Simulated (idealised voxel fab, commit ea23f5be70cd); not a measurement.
Process module under the name voxel self aligned contacts
It is cross-section cut that appears here, measuring 255 nm in width, its square cells being 5 nm in size.
Cross-section spec: square-cell grid; bands listed top down; each band is one or more rows. Top height, bottom height, nm. Materials left to right, width each, nm. Single material + "throughout" = fills band edge to edge. "air" = empty. Height reference: 0 = level under which incoming wafer is all one material. Lowest band: no bottom, runs on downward, e.g. "0 nm and below". A width such as "30->40" changes by the same amount from each row of cells to the next, from the band's top row to its bottom row. No cell of the cross-section changed in a step that is given as "nothing different". What "Closed void list" gives you is every empty space of 8 cells or more that is cut off from the top. Each appears as width x height at distance, with the distance taken from the left edge and width, height and distance all in nm. Text after the settings on a step's line: the simulator's own remark on that step. "overlay nm" answers the question of how far to the right of plan the mask lay on a step that has a mask, and when it is negative the answer is to the left.

[The steps planned for the process are as follows]
1 op RECEIVE | material Si
2 op OXIDIZE | depth nm 5
3 op DIRECTIONAL_DEP | material polySi | thk nm 30
4 op DIRECTIONAL_DEP | material SiN | thk nm 25
5 op DIRECTIONAL_DEP | material aC | thk nm 10
6 op PATTERN | tone cover | mask id GATE | material resist | width nm 30 | pitch nm 75 | thk nm 30 | overlay nm 0
7 op DIRECTIONAL_ETCH | etch materials aC | depth nm 10
8 op STRIP | etch materials resist
9 op DIRECTIONAL_ETCH | etch materials SiN | depth nm 25
10 op DIRECTIONAL_ETCH | etch materials polySi | depth nm 30
11 op STRIP | etch materials aC
12 op CONFORMAL_DEP | material SiN | thk nm 10
13 op DIRECTIONAL_ETCH | etch materials SiN | depth nm 10
14 op FILL_DEP | material SiO2 | thk nm 15
15 op CMP | height nm 60
16 op MASKED_ETCH | tone open | mask id CONTACT | width nm 55 | etch materials SiO2 | depth nm 65 | overlay nm 0
17 op CONFORMAL_DEP | material TiN | thk nm 5
18 op FILL_DEP | material W | thk nm 5
19 op CMP | height nm 60
20 op CONFORMAL_DEP | material SiCN | thk nm 5

[Cross-section of the wafer at receipt, which is the condition after step 1]
* 0 nm and below = Si throughout
* Closed void list: none

[Cross-section: first of two wafers, module finished, run according to plan]
* 65 nm to 60 nm = SiCN throughout
* 60 nm to 55 nm = SiO2 100 / TiN 20 / W 15 / TiN 20 / SiO2 100
* 55 nm to 30 nm = SiO2 65 / SiN 50 / TiN 5 / W 15 / TiN 5 / SiN 50 / SiO2 65
* 30 nm to 0 nm = SiO2 65 / SiN 10 / polySi 30 / SiN 10 / TiN 5 / W 15 / TiN 5 / SiN 10 / polySi 30 / SiN 10 / SiO2 65
* 0 nm to -5 nm = SiO2 115 / TiN 25 / SiO2 115
* -5 nm and below = Si throughout
* Closed void list: none

[second wafer at the end: like start, like plan, one mistake]
* 65 nm to 60 nm = SiCN throughout
* 60 nm to 55 nm = W 60 / TiN 40 / SiO2 55 / TiN 40 / W 60
* 55 nm to 30 nm = W 60 / TiN 5 / SiN 50 / SiO2 25 / SiN 50 / TiN 5 / W 60
* 30 nm to 0 nm = W 60 / TiN 5 / SiN 10 / polySi 30 / SiN 10 / SiO2 25 / SiN 10 / polySi 30 / SiN 10 / TiN 5 / W 60
* 0 nm to -5 nm = TiN 65 / SiO2 125 / TiN 65
* -5 nm and below = Si throughout
* Closed void list: none
What broke from the plan during processing? step 16 deviated from plan and actually ran as op MASKED_ETCH | tone cover | mask id CONTACT | width nm 55 | etch materials SiO2 | depth nm 65 | overlay nm 0
End of process, cell counts, second wafer against first, materials with more or fewer: 281 fewer of SiO2 | 29 more of TiN | 252 more of W
